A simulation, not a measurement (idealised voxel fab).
process module | voxel capacitor over wiring
cross-section cut | 160 nm wide | cells 5 nm
A cross-section is a grid of square cells, given in bands from the top down. A band is one or more rows of cells.
Each band's line starts with the height of the band's top and of its bottom, in nm. Then come its materials from left to right, each with its width in nm. One material with "throughout" fills the band from edge to edge. "air" is empty space.
Height 0 is the level under which the wafer as received is all one material. The lowest band goes on downwards, as in "0 down".
A width such as "30 to 40" changes by the same amount from each row of cells to the next, from the band's top row to its bottom row.
"no change" after a step means that no cell of the cross-section changed.
closed voids: empty space of 8 cells or more with no open way to the top, each as width x height at its distance from the left edge, in nm
after a step's settings: what the simulator itself notes on the step
overlay nm, on a step with a mask: how far to the right of its planned place the mask lay; to the left if negative
plan
1 op RECEIVE | material Si
2 op CONFORMAL_DEP | material SiO2 | thk nm 15
3 op CONFORMAL_DEP | material SiN | thk nm 5
4 op DIRECTIONAL_DEP | material lowk | thk nm 20
5 op DIRECTIONAL_DEP | material aC | thk nm 10
6 op PATTERN | tone open | mask id METAL_1 | material resist | width nm 30 | pitch nm 95 | thk nm 30 | overlay nm 0
7 op DIRECTIONAL_ETCH | etch materials aC | depth nm 10
8 op STRIP | etch materials resist
9 op DIRECTIONAL_ETCH | etch materials lowk | depth nm 20
10 op DIRECTIONAL_ETCH | etch materials SiN | depth nm 5
11 op STRIP | etch materials aC
12 op CONFORMAL_DEP | material TiN | thk nm 5
13 op FILL_DEP | material W | thk nm 10
14 op CMP | height nm 40
15 op CONFORMAL_DEP | material SiCN | thk nm 5
16 op DIRECTIONAL_DEP | material SiO2 | thk nm 10
17 op DIRECTIONAL_DEP | material aC | thk nm 15
18 op PATTERN | tone open | mask id PLUG_1 | material resist | width nm 15 | thk nm 35 | overlay nm 0
19 op DIRECTIONAL_ETCH | etch materials aC | depth nm 15
20 op STRIP | etch materials resist
21 op DIRECTIONAL_ETCH | etch materials SiO2 | depth nm 10
22 op DIRECTIONAL_ETCH | etch materials SiCN | depth nm 5
23 op STRIP | etch materials aC
24 op CONFORMAL_DEP | material TiN | thk nm 5
25 op FILL_DEP | material W | thk nm 5
26 op CMP | height nm 55
27 op DIRECTIONAL_DEP | material TiN | thk nm 5
28 op DIRECTIONAL_DEP | material HfO2 | thk nm 5
29 op DIRECTIONAL_DEP | material TiN | thk nm 10
30 op PATTERN | tone cover | mask id UPPER_PLATE | material resist | width nm 70 | thk nm 15 | overlay nm 0
31 op DIRECTIONAL_ETCH | etch materials TiN | depth nm 10
32 op DIRECTIONAL_ETCH | etch materials HfO2 | depth nm 5
33 op STRIP | etch materials resist
34 op DIRECTIONAL_DEP | material aC | thk nm 10
35 op PATTERN | tone cover | mask id LOWER_PLATE | material resist | width nm 80 | thk nm 30 | overlay nm 0
36 op DIRECTIONAL_ETCH | etch materials aC | depth nm 10
37 op STRIP | etch materials resist
38 op DIRECTIONAL_ETCH | etch materials TiN | depth nm 5
39 op STRIP | etch materials aC
40 op FILL_DEP | material SiO2 | thk nm 15
41 op CMP | height nm 85
42 op DIRECTIONAL_DEP | material aC | thk nm 15
43 op PATTERN | tone open | mask id PLUG_2 | material resist | width nm 15 | thk nm 35 | overlay nm -15
44 op DIRECTIONAL_ETCH | etch materials aC | depth nm 15
45 op STRIP | etch materials resist
46 op DIRECTIONAL_ETCH | etch materials SiO2 | depth nm 10
47 op STRIP | etch materials aC
48 op CONFORMAL_DEP | material TiN | thk nm 5
49 op FILL_DEP | material Cu | thk nm 10
50 op CMP | height nm 85
51 op CONFORMAL_DEP | material SiCN | thk nm 5
varied across the wafers: overlay nm of step 43. The plan shows the first wafer's value. All wafers start alike
first wafer as received, after step 1
  0 down: Si throughout
  closed voids: none
each wafer at the end: cells of each material gained (+) or lost (-) since it was received, then its closed voids
overlay nm -15 | +1 Cu | +14 HfO2 | +61 SiCN | +20 SiN | +282 SiO2 | +84 TiN | +34 W | +80 lowk | closed voids: none
overlay nm -10 | +1 Cu | +14 HfO2 | +61 SiCN | +20 SiN | +282 SiO2 | +84 TiN | +34 W | +80 lowk | closed voids: none
overlay nm -5 | +1 Cu | +14 HfO2 | +61 SiCN | +20 SiN | +282 SiO2 | +84 TiN | +34 W | +80 lowk | closed voids: none
overlay nm 0 | +1 Cu | +14 HfO2 | +61 SiCN | +20 SiN | +282 SiO2 | +84 TiN | +34 W | +80 lowk | closed voids: none
overlay nm 5 | +1 Cu | +14 HfO2 | +61 SiCN | +20 SiN | +282 SiO2 | +84 TiN | +34 W | +80 lowk | closed voids: none
overlay nm 10 | +1 Cu | +14 HfO2 | +61 SiCN | +20 SiN | +282 SiO2 | +84 TiN | +34 W | +80 lowk | closed voids: none
overlay nm 15 | +1 Cu | +14 HfO2 | +61 SiCN | +20 SiN | +282 SiO2 | +84 TiN | +34 W | +80 lowk | closed voids: none
